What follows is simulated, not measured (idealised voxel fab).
process module | voxel transistor to metal
cross-section cut | 190 nm wide | cells 5 nm
A cross-section is a grid of square cells, given in bands from the top down. A band is one or more rows of cells.
Each band's line starts with the height of the band's top and of its bottom, in nm. Then come its materials from left to right, each with its width in nm. One material with "throughout" fills the band from edge to edge. "air" is empty space.
Height 0 is the level under which the wafer as received is all one material. The lowest band goes on downwards, as in "0 down".
A width such as "30 to 40" changes by the same amount from each row of cells to the next, from the band's top row to its bottom row.
"no change" after a step means that no cell of the cross-section changed.
closed voids: empty space of 8 cells or more with no open way to the top, each as width x height at its distance from the left edge, in nm
after a step's settings: what the simulator itself notes on the step
overlay nm, on a step with a mask: how far to the right of its planned place the mask lay; to the left if negative
plan
1 op RECEIVE | material Si
2 op CONFORMAL_DEP | material SiO2 | thk nm 5
3 op CONFORMAL_DEP | material SiN | thk nm 10
4 op DIRECTIONAL_DEP | material aC | thk nm 10
5 op PATTERN | tone cover | mask id ACTIVE | material resist | width nm 115 | thk nm 25 | overlay nm 0
6 op DIRECTIONAL_ETCH | etch materials aC | depth nm 10
7 op STRIP | etch materials resist
8 op DIRECTIONAL_ETCH | etch materials SiN | depth nm 10
9 op DIRECTIONAL_ETCH | etch materials SiO2 | depth nm 5
10 op DIRECTIONAL_ETCH | etch materials Si | depth nm 35
11 op STRIP | etch materials aC
12 op FILL_DEP | material SiO2 | thk nm 5
13 op CMP | height nm 15
14 op SELECTIVE_ETCH | etch materials SiO2 | depth nm 10
15 op STRIP | etch materials SiN
16 op SELECTIVE_ETCH | etch materials SiO2 | depth nm 5
17 op OXIDIZE | depth nm 5
18 op DIRECTIONAL_DEP | material polySi | thk nm 25
19 op DIRECTIONAL_DEP | material SiCN | thk nm 10
20 op MASKED_ETCH | tone cover | mask id GATE | width nm 25 | etch materials SiCN | depth nm 20 | overlay nm 0
21 op MASKED_ETCH | tone cover | mask id GATE | width nm 25 | etch materials polySi | depth nm 35 | overlay nm 0
22 op CONFORMAL_DEP | material SiN | thk nm 10
23 op DIRECTIONAL_ETCH | etch materials SiN | depth nm 10
24 op DIRECTIONAL_ETCH | etch materials SiO2 | depth nm 5
25 op EPI | material nSi | thk nm 5
26 op FILL_DEP | material SiO2 | thk nm 10
27 op CMP | height nm 25
28 op STRIP | etch materials polySi
29 op SELECTIVE_ETCH | etch materials SiO2 | depth nm 5
30 op CONFORMAL_DEP | material HfO2 | thk nm 5
31 op CONFORMAL_DEP | material TiN | thk nm 5
32 op FILL_DEP | material W | thk nm 5
33 op CMP | height nm 20
34 op DIRECTIONAL_DEP | material SiO2 | thk nm 10
35 op PATTERN | tone open | mask id CONTACT | material resist | width nm 20 | pitch nm 75 | thk nm 20 | overlay nm 0
36 op DIRECTIONAL_ETCH | etch materials SiO2 | depth nm 30
37 op STRIP | etch materials resist
38 op CONFORMAL_DEP | material TiN | thk nm 5
39 op FILL_DEP | material W | thk nm 10
40 op CMP | height nm 30
41 op DIRECTIONAL_DEP | material TiN | thk nm 5
42 op DIRECTIONAL_DEP | material Ru | thk nm 15
43 op PATTERN | tone cover | mask id METAL_1 | material resist | width nm 20 | pitch nm 75 | thk nm 15 | overlay nm 0
44 op DIRECTIONAL_ETCH | etch materials Ru | depth nm 15
45 op DIRECTIONAL_ETCH | etch materials TiN | depth nm 5
46 op STRIP | etch materials resist
47 op CONFORMAL_DEP | material SiN | thk nm 5
48 op FILL_DEP | material lowk | thk nm 5
49 op CMP | height nm 50
50 op CONFORMAL_DEP | material SiN | thk nm 5
first wafer, as planned
as received, after step 1
  0 down: Si throughout
  closed voids: none
after step 2
  5 to 0: SiO2 throughout
  below 0: unchanged
after step 3
  15 to 5: SiN throughout
  below 5: unchanged
after step 4
  25 to 15: aC throughout
  below 15: unchanged
after step 5
  50 to 25: air 35 | resist 115 | air 40
  below 25: unchanged
after step 6
  40 to 25: air 35 | resist 115 | air 40
  25 to 15: air 35 | aC 115 | air 40
  below 15: unchanged
after step 7
  25 to 15: air 35 | aC 115 | air 40
  below 15: unchanged
after step 8
  25 to 15: air 35 | aC 115 | air 40
  15 to 5: air 35 | SiN 115 | air 40
  below 5: unchanged
after step 9
  25 to 15: air 35 | aC 115 | air 40
  15 to 5: air 35 | SiN 115 | air 40
  5 to 0: air 35 | SiO2 115 | air 40
  below 0: unchanged
after step 10
  25 to 15: air 35 | aC 115 | air 40
  15 to 5: air 35 | SiN 115 | air 40
  5 to 0: air 35 | SiO2 115 | air 40
  0 to -35: air 35 | Si 115 | air 40
  below -35: unchanged
after step 11
  15 to 5: air 35 | SiN 115 | air 40
  below 5: unchanged
after step 12
  20 to 15: SiO2 throughout
  15 to 5: SiO2 35 | SiN 115 | SiO2 40
  5 to 0: SiO2 throughout
  0 to -35: SiO2 35 | Si 115 | SiO2 40
  below -35: unchanged
after step 13
  15 to 5: SiO2 35 | SiN 115 | SiO2 40
  below 5: unchanged
after step 14
  15 to 5: air 35 | SiN 115 | air 40
  below 5: unchanged
after step 15
  5 to 0: SiO2 throughout
  below 0: unchanged
after step 16
  0 to -35: SiO2 35 | Si 115 | SiO2 40
  below -35: unchanged
after step 17
  0 to -5: SiO2 throughout
  below -5: unchanged
after step 18
  25 to 0: polySi throughout
  below 0: unchanged
after step 19
  35 to 25: SiCN throughout
  below 25: unchanged
after step 20
  35 to 25: air 80 | SiCN 25 | air 85
  below 25: unchanged
after step 21
  35 to 25: air 80 | SiCN 25 | air 85
  25 to 0: air 80 | polySi 25 | air 85
  below 0: unchanged
after step 22
  45 to 35: air 70 | SiN 45 | air 75
  35 to 25: air 70 | SiN 10 | SiCN 25 | SiN 10 | air 75
  25 to 10: air 70 | SiN 10 | polySi 25 | SiN 10 | air 75
  10 to 0: SiN 80 | polySi 25 | SiN 85
  below 0: unchanged
after step 23
  35 to 25: air 70 | SiN 10 | SiCN 25 | SiN 10 | air 75
  25 to 0: air 70 | SiN 10 | polySi 25 | SiN 10 | air 75
  below 0: unchanged
after step 24
  35 to 25: air 70 | SiN 10 | SiCN 25 | SiN 10 | air 75
  25 to 0: air 70 | SiN 10 | polySi 25 | SiN 10 | air 75
  0 to -5: air 70 | SiO2 45 | air 75
  below -5: unchanged
after step 25
  35 to 25: air 70 | SiN 10 | SiCN 25 | SiN 10 | air 75
  25 to 0: air 70 | SiN 10 | polySi 25 | SiN 10 | air 75
  0 to -5: air 30 | nSi 40 | SiO2 45 | nSi 40 | air 35
  below -5: unchanged
after step 26
  45 to 35: SiO2 throughout
  35 to 25: SiO2 70 | SiN 10 | SiCN 25 | SiN 10 | SiO2 75
  25 to 0: SiO2 70 | SiN 10 | polySi 25 | SiN 10 | SiO2 75
  0 to -5: SiO2 30 | nSi 40 | SiO2 45 | nSi 40 | SiO2 35
  below -5: unchanged
after step 27
  25 to 0: SiO2 70 | SiN 10 | polySi 25 | SiN 10 | SiO2 75
  below 0: unchanged
after step 28
  25 to 0: SiO2 70 | SiN 10 | air 25 | SiN 10 | SiO2 75
  below 0: unchanged
after step 29
  25 to 20: air 70 | SiN 10 | air 25 | SiN 10 | air 75
  20 to 0: SiO2 70 | SiN 10 | air 25 | SiN 10 | SiO2 75
  0 to -5: SiO2 30 | nSi 40 | SiO2 5 | air 35 | SiO2 5 | nSi 40 | SiO2 35
  below -5: unchanged
after step 30
  30 to 25: air 65 | HfO2 20 | air 15 | HfO2 20 | air 70
  25 to 20: HfO2 70 | SiN 10 | HfO2 5 | air 15 | HfO2 5 | SiN 10 | HfO2 75
  20 to 0: SiO2 70 | SiN 10 | HfO2 5 | air 15 | HfO2 5 | SiN 10 | SiO2 75
  0 to -5: SiO2 30 | nSi 40 | SiO2 5 | HfO2 35 | SiO2 5 | nSi 40 | SiO2 35
  below -5: unchanged
after step 31
  35 to 30: air 60 | TiN 30 | air 5 | TiN 30 | air 65
  30 to 25: TiN 65 | HfO2 20 | TiN 5 | air 5 | TiN 5 | HfO2 20 | TiN 70
  25 to 20: HfO2 70 | SiN 10 | HfO2 5 | TiN 5 | air 5 | TiN 5 | HfO2 5 | SiN 10 | HfO2 75
  20 to 5: SiO2 70 | SiN 10 | HfO2 5 | TiN 5 | air 5 | TiN 5 | HfO2 5 | SiN 10 | SiO2 75
  5 to 0: SiO2 70 | SiN 10 | HfO2 5 | TiN 15 | HfO2 5 | SiN 10 | SiO2 75
  below 0: unchanged
after step 32
  40 to 35: W throughout
  35 to 30: W 60 | TiN 30 | W 5 | TiN 30 | W 65
  30 to 25: TiN 65 | HfO2 20 | TiN 5 | W 5 | TiN 5 | HfO2 20 | TiN 70
  25 to 20: HfO2 70 | SiN 10 | HfO2 5 | TiN 5 | W 5 | TiN 5 | HfO2 5 | SiN 10 | HfO2 75
  20 to 5: SiO2 70 | SiN 10 | HfO2 5 | TiN 5 | W 5 | TiN 5 | HfO2 5 | SiN 10 | SiO2 75
  below 5: unchanged
after step 33
  20 to 5: SiO2 70 | SiN 10 | HfO2 5 | TiN 5 | W 5 | TiN 5 | HfO2 5 | SiN 10 | SiO2 75
  below 5: unchanged
after step 34
  30 to 20: SiO2 throughout
  below 20: unchanged
after step 35
  50 to 30: resist 45 | air 20 | resist 55 | air 20 | resist 50
  below 30: unchanged
after step 36
  50 to 30: resist 45 | air 20 | resist 55 | air 20 | resist 50
  30 to 20: SiO2 45 | air 20 | SiO2 55 | air 20 | SiO2 50
  20 to 5: SiO2 45 | air 20 | SiO2 5 | SiN 10 | HfO2 5 | TiN 5 | W 5 | TiN 5 | HfO2 5 | SiN 10 | SiO2 5 | air 20 | SiO2 50
  5 to 0: SiO2 45 | air 20 | SiO2 5 | SiN 10 | HfO2 5 | TiN 15 | HfO2 5 | SiN 10 | SiO2 5 | air 20 | SiO2 50
  below 0: unchanged
after step 37
  30 to 20: SiO2 45 | air 20 | SiO2 55 | air 20 | SiO2 50
  below 20: unchanged
after step 38
  35 to 30: TiN 50 | air 10 | TiN 65 | air 10 | TiN 55
  30 to 20: SiO2 45 | TiN 5 | air 10 | TiN 5 | SiO2 55 | TiN 5 | air 10 | TiN 5 | SiO2 50
  20 to 5: SiO2 45 | TiN 5 | air 10 | TiN 5 | SiO2 5 | SiN 10 | HfO2 5 | TiN 5 | W 5 | TiN 5 | HfO2 5 | SiN 10 | SiO2 5 | TiN 5 | air 10 | TiN 5 | SiO2 50
  5 to 0: SiO2 45 | TiN 20 | SiO2 5 | SiN 10 | HfO2 5 | TiN 15 | HfO2 5 | SiN 10 | SiO2 5 | TiN 20 | SiO2 50
  below 0: unchanged
after step 39
  45 to 35: W throughout
  35 to 30: TiN 50 | W 10 | TiN 65 | W 10 | TiN 55
  30 to 20: SiO2 45 | TiN 5 | W 10 | TiN 5 | SiO2 55 | TiN 5 | W 10 | TiN 5 | SiO2 50
  20 to 5: SiO2 45 | TiN 5 | W 10 | TiN 5 | SiO2 5 | SiN 10 | HfO2 5 | TiN 5 | W 5 | TiN 5 | HfO2 5 | SiN 10 | SiO2 5 | TiN 5 | W 10 | TiN 5 | SiO2 50
  below 5: unchanged
after step 40
  30 to 20: SiO2 45 | TiN 5 | W 10 | TiN 5 | SiO2 55 | TiN 5 | W 10 | TiN 5 | SiO2 50
  below 20: unchanged
after step 41
  35 to 30: TiN throughout
  below 30: unchanged
after step 42
  50 to 35: Ru throughout
  below 35: unchanged
after step 43
  65 to 50: air 45 | resist 20 | air 55 | resist 20 | air 50
  below 50: unchanged
after step 44
  65 to 50: air 45 | resist 20 | air 55 | resist 20 | air 50
  50 to 35: air 45 | Ru 20 | air 55 | Ru 20 | air 50
  below 35: unchanged
after step 45
  65 to 50: air 45 | resist 20 | air 55 | resist 20 | air 50
  50 to 35: air 45 | Ru 20 | air 55 | Ru 20 | air 50
  35 to 30: air 45 | TiN 20 | air 55 | TiN 20 | air 50
  below 30: unchanged
after step 46
  50 to 35: air 45 | Ru 20 | air 55 | Ru 20 | air 50
  below 35: unchanged
after step 47
  55 to 50: air 40 | SiN 30 | air 45 | SiN 30 | air 45
  50 to 35: air 40 | SiN 5 | Ru 20 | SiN 5 | air 45 | SiN 5 | Ru 20 | SiN 5 | air 45
  35 to 30: SiN 45 | TiN 20 | SiN 55 | TiN 20 | SiN 50
  below 30: unchanged
after step 48
  60 to 55: lowk throughout
  55 to 50: lowk 40 | SiN 30 | lowk 45 | SiN 30 | lowk 45
  50 to 35: lowk 40 | SiN 5 | Ru 20 | SiN 5 | lowk 45 | SiN 5 | Ru 20 | SiN 5 | lowk 45
  below 35: unchanged
after step 49
  50 to 35: lowk 40 | SiN 5 | Ru 20 | SiN 5 | lowk 45 | SiN 5 | Ru 20 | SiN 5 | lowk 45
  below 35: unchanged
after step 50
  55 to 50: SiN throughout
  below 50: unchanged
second wafer: like start, like plan, one mistake. Through step 42 it matches the first wafer
when step 43 should have ended
  65 to 50: resist 45 | air 20 | resist 55 | air 20 | resist 50
  below 50: unchanged
when step 44 should have ended
  65 to 50: resist 45 | air 20 | resist 55 | air 20 | resist 50
  50 to 35: Ru 45 | air 20 | Ru 55 | air 20 | Ru 50
  below 35: unchanged
when step 45 should have ended
  65 to 50: resist 45 | air 20 | resist 55 | air 20 | resist 50
  50 to 35: Ru 45 | air 20 | Ru 55 | air 20 | Ru 50
  35 to 30: TiN 45 | air 20 | TiN 55 | air 20 | TiN 50
  below 30: unchanged
when step 46 should have ended
  50 to 35: Ru 45 | air 20 | Ru 55 | air 20 | Ru 50
  below 35: unchanged
when step 47 should have ended
  55 to 50: SiN 50 | air 10 | SiN 65 | air 10 | SiN 55
  50 to 35: Ru 45 | SiN 5 | air 10 | SiN 5 | Ru 55 | SiN 5 | air 10 | SiN 5 | Ru 50
  35 to 30: TiN 45 | SiN 20 | TiN 55 | SiN 20 | TiN 50
  below 30: unchanged
when step 48 should have ended
  60 to 55: lowk throughout
  55 to 50: SiN 50 | lowk 10 | SiN 65 | lowk 10 | SiN 55
  50 to 35: Ru 45 | SiN 5 | lowk 10 | SiN 5 | Ru 55 | SiN 5 | lowk 10 | SiN 5 | Ru 50
  below 35: unchanged
when step 49 should have ended
  50 to 35: Ru 45 | SiN 5 | lowk 10 | SiN 5 | Ru 55 | SiN 5 | lowk 10 | SiN 5 | Ru 50
  below 35: unchanged
when step 50 should have ended
  55 to 50: SiN throughout
  below 50: unchanged
what went wrong: step 43 ran as: op PATTERN | tone open | mask id METAL_1 | material resist | width nm 20 | pitch nm 75 | thk nm 15 | overlay nm 0
at the end the second wafer has, in cells: 66 more of Ru | 22 fewer of SiN | 22 more of TiN | 66 fewer of lowk
